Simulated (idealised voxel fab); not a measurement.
This section sets out a process module, namely voxel ribs on slabs.
Xsec cut, 210 nm wide, square cell size 5 nm.
Cross-sections here: square-cell grids, written as top-down lists of bands, a band being one or more rows of cells. Look at the band entry: it leads with the top's height and the bottom's height in nm. Then it lists the materials left to right, with a width in nm for each. The word "throughout" on a single material says that material fills the band edge to edge. The word "empty" is empty space. Ref level 0: as-received wafer is one material below here. Bottom band extends down with no lower bound ("from 0 down"). The width entry "30 to 40" should be interpreted row by row: the top row of cells in the band takes the first number, the bottom row takes the second number, and the change between adjacent rows is uniform throughout. It should be understood that the words "changes: none", when stated for a given step, signify that the cross-section underwent no change in any of its cells during that step. In "Closed void entries" the enclosed voids are listed, meaning empty spaces of 8 cells or larger without any opening to the top. The form is width x height at distance, distance from the left edge, units nm. If you see something after the settings on a step's line, that's the simulator's own remark about that step. overlay nm: where the mask lay relative to plan, measured to the right, on steps with a mask; negatives go left.

# plan
1,RECEIVE with material Si
2,DIRECTIONAL_DEP with material SiO2, thk nm 25
3,DIRECTIONAL_DEP with material SiN, thk nm 25
4,DIRECTIONAL_DEP with material aC, thk nm 10
5,PATTERN with tone cover, mask id RIB, material resist, width nm 15, thk nm 25, overlay nm 0
6,DIRECTIONAL_ETCH with etch materials aC, depth nm 10
7,STRIP with etch materials resist
8,DIRECTIONAL_ETCH with etch materials SiN, depth nm 20
9,STRIP with etch materials aC
10,PATTERN with tone cover, mask id SLAB, material resist, width nm 45, thk nm 15, overlay nm 0
11,DIRECTIONAL_ETCH with etch materials SiN, depth nm 5
12,STRIP with etch materials resist
13,FILL_DEP with material SiO2, thk nm 20
14,CMP with height nm 60
15,DIRECTIONAL_DEP with material W, thk nm 10
16,MASKED_ETCH with tone cover, mask id HEATER, width nm 25, etch materials W, depth nm 10, overlay nm 0
17,CONFORMAL_DEP with material SiO2, thk nm 5

# First wafer, two in total, run as planned

# Wafer cross-section on receipt, i.e. after step 1
> from 0 down: Si throughout
> Closed void entries: none

# after step 2
> from 25 to 0: SiO2 throughout
> Nothing below the height 0 has changed.

# after step 3
> from 50 to 25: SiN throughout
> Nothing below the height 25 has changed.

# after step 4
> from 60 to 50: aC throughout
> Nothing below the height 50 has changed.

# after step 5
> from 85 to 60: 95 of empty, 15 of resist, 100 of empty
> Nothing below the height 60 has changed.

# after step 6
> from 75 to 60: 95 of empty, 15 of resist, 100 of empty
> from 60 to 50: 95 of empty, 15 of aC, 100 of empty
> Nothing below the height 50 has changed.

# after step 7
> from 60 to 50: 95 of empty, 15 of aC, 100 of empty
> Nothing below the height 50 has changed.

# after step 8
> from 60 to 50: 95 of empty, 15 of aC, 100 of empty
> from 50 to 30: 95 of empty, 15 of SiN, 100 of empty
> Nothing below the height 30 has changed.

# after step 9
> from 50 to 30: 95 of empty, 15 of SiN, 100 of empty
> Nothing below the height 30 has changed.

# after step 10
> from 65 to 50: 80 of empty, 45 of resist, 85 of empty
> from 50 to 30: 80 of empty, 15 of resist, 15 of SiN, 15 of resist, 85 of empty
> Nothing below the height 30 has changed.

# after step 11
> from 65 to 50: 80 of empty, 45 of resist, 85 of empty
> from 50 to 30: 80 of empty, 15 of resist, 15 of SiN, 15 of resist, 85 of empty
> from 30 to 25: 80 of empty, 45 of SiN, 85 of empty
> Nothing below the height 25 has changed.

# after step 12
> from 50 to 30: 95 of empty, 15 of SiN, 100 of empty
> Nothing below the height 30 has changed.

# after step 13
> from 70 to 50: SiO2 throughout
> from 50 to 30: 95 of SiO2, 15 of SiN, 100 of SiO2
> from 30 to 25: 80 of SiO2, 45 of SiN, 85 of SiO2
> Nothing below the height 25 has changed.

# after step 14
> from 60 to 50: SiO2 throughout
> Nothing below the height 50 has changed.

# after step 15
> from 70 to 60: W throughout
> Nothing below the height 60 has changed.

# after step 16
> from 70 to 60: 90 of empty, 25 of W, 95 of empty
> Nothing below the height 60 has changed.

# after step 17
> from 75 to 70: 85 of empty, 35 of SiO2, 90 of empty
> from 70 to 65: 85 of empty, 5 of SiO2, 25 of W, 5 of SiO2, 90 of empty
> from 65 to 60: 90 of SiO2, 25 of W, 95 of SiO2
> Nothing below the height 60 has changed.

# Second wafer - shared start and plan with the first - one error in running - same as the first up to step 14 inclusive

# Second wafer shown in cross-section at the time step 15 was slated to end
> from 70 to 60: SiN throughout
> Nothing below the height 60 has changed.

Second wafer shown in cross-section at the time step 16 was slated to end: changes: none

# Second wafer shown in cross-section at the time step 17 was slated to end
> from 75 to 70: SiO2 throughout
> Nothing below the height 70 has changed.
Here's what went sideways: note that step 15 departed from the planned setting and was carried out as DIRECTIONAL_DEP with material SiN, thk nm 10
In the final state, the cell counts of the second wafer exceed or fall short of those of the first for the following materials: +84 SiN, -4 SiO2, -10 W
